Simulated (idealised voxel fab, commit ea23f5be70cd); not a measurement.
A process module follows: voxel lift off.
Shown is cross-section cut, with a width of 230 nm and square cells of size 5 nm.
Cross-section, as written here: a square-cell grid given band by band from the top down, where a band holds one or more rows of cells.
Quick guide to a band line: top height, bottom height (nm) up front; then every material left to right with its width in nm. Only one material and it's marked "everywhere"? Then it fills the band edge to edge. And "empty" just means empty space.
Note: height 0 marks the level under which the wafer is uniformly one material as received. Lowest band unbounded below, written "top 0, no bottom".
The expression "30..40" gives the width at the extremes of the band, the first number at its top row of cells and the second at its bottom row, with the width changing by equal amounts from each row to the next in between.
"remains unaltered" (step): cross-section cells unchanged, all of them.
The label "Sealed internal voids" introduces a list of the empty spaces, 8 cells or larger, that have no open way up to the top; each entry in it reads width x height at distance, where the distance is taken from the left edge and all three are stated in nm.
after a step's settings: what the simulator itself notes on the step
overlay nm, on a step with a mask: how far to the right of its planned place the mask lay; to the left if negative
## plan
1 RECEIVE,material Si
2 CONFORMAL_DEP,material SiN,thk nm 15
3 PATTERN,tone open,mask id LINES,material resist,width nm 25,pitch nm 55,thk nm 15,overlay nm 0
4 DIRECTIONAL_DEP,material Ru,thk nm 5
5 STRIP,etch materials resist
6 CONFORMAL_DEP,material SiO2,thk nm 10
## The cross-section here shows the wafer as received, i.e. in its state after step 1
- top 0, no bottom = Si everywhere
- Sealed internal voids: none
## Cross-sectional view of the first of the two wafers upon completion of the module, processed in accordance with the plan
- top 30, bottom 25 = empty: 35 | SiO2: 45 | empty: 10 | SiO2: 45 | empty: 10 | SiO2: 45 | empty: 40
- top 25, bottom 20 = SiO2 everywhere
- top 20, bottom 15 = SiO2: 45 | Ru: 25 | SiO2: 30 | Ru: 25 | SiO2: 30 | Ru: 25 | SiO2: 50
- top 15, bottom 0 = SiN everywhere
- top 0, no bottom = Si everywhere
- Sealed internal voids: none
## Second wafer through the module, sectioned at the end: same beginning and same plan as the first wafer, with one mistake in carrying it out
- top 30, bottom 25 = empty: 25 | SiO2: 45 | empty: 10 | SiO2: 45 | empty: 10 | SiO2: 45 | empty: 50
- top 25, bottom 20 = SiO2 everywhere
- top 20, bottom 15 = SiO2: 35 | Ru: 25 | SiO2: 30 | Ru: 25 | SiO2: 30 | Ru: 25 | SiO2: 60
- top 15, bottom 0 = SiN everywhere
- top 0, no bottom = Si everywhere
- Sealed internal voids: none
Short version of what went wrong: rather than as planned, step 3 actually ran as PATTERN,tone open,mask id LINES,material resist,width nm 25,pitch nm 55,thk nm 15,overlay nm -10
Heads up: at the end the two wafers have identical cell counts per material, they're just laid out differently.
